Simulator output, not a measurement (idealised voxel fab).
process module | voxel double patterning
cross-section cut | 165 nm wide | cells 5 nm
A cross-section is a grid of square cells, given in bands from the top down. A band is one or more rows of cells.
Each band's line starts with the height of the band's top and of its bottom, in nm. Then come its materials from left to right, each with its width in nm. One material with "throughout" fills the band from edge to edge. "air" is empty space.
Height 0 is the level under which the wafer as received is all one material. The lowest band goes on downwards, as in "0 down".
A width such as "30 to 40" changes by the same amount from each row of cells to the next, from the band's top row to its bottom row.
"no change" after a step means that no cell of the cross-section changed.
closed voids: empty space of 8 cells or more with no open way to the top, each as width x height at its distance from the left edge, in nm
after a step's settings: what the simulator itself notes on the step
overlay nm, on a step with a mask: how far to the right of its planned place the mask lay; to the left if negative
plan
1 op RECEIVE | material Si
2 op CONFORMAL_DEP | material SiO2 | thk nm 5
3 op DIRECTIONAL_DEP | material TiN | thk nm 10
4 op DIRECTIONAL_DEP | material SiCN | thk nm 5
5 op MASKED_ETCH | tone open | mask id FIRST | width nm 15 | pitch nm 50 | etch materials SiCN | depth nm 5 | overlay nm 0
6 op MASKED_ETCH | tone open | mask id SECOND | width nm 15 | pitch nm 50 | etch materials SiCN | depth nm 5 | overlay nm 0
7 op DIRECTIONAL_ETCH | etch materials TiN | depth nm 10
8 op STRIP | etch materials SiCN
as received, after step 1
  0 down: Si throughout
  closed voids: none
a wafer at the end: this start, this plan, one mistake
  15 to 10: SiO2 throughout
  10 to 0: TiN throughout
  0 down: Si throughout
  closed voids: none
what went wrong: steps 2 and 3 were swapped
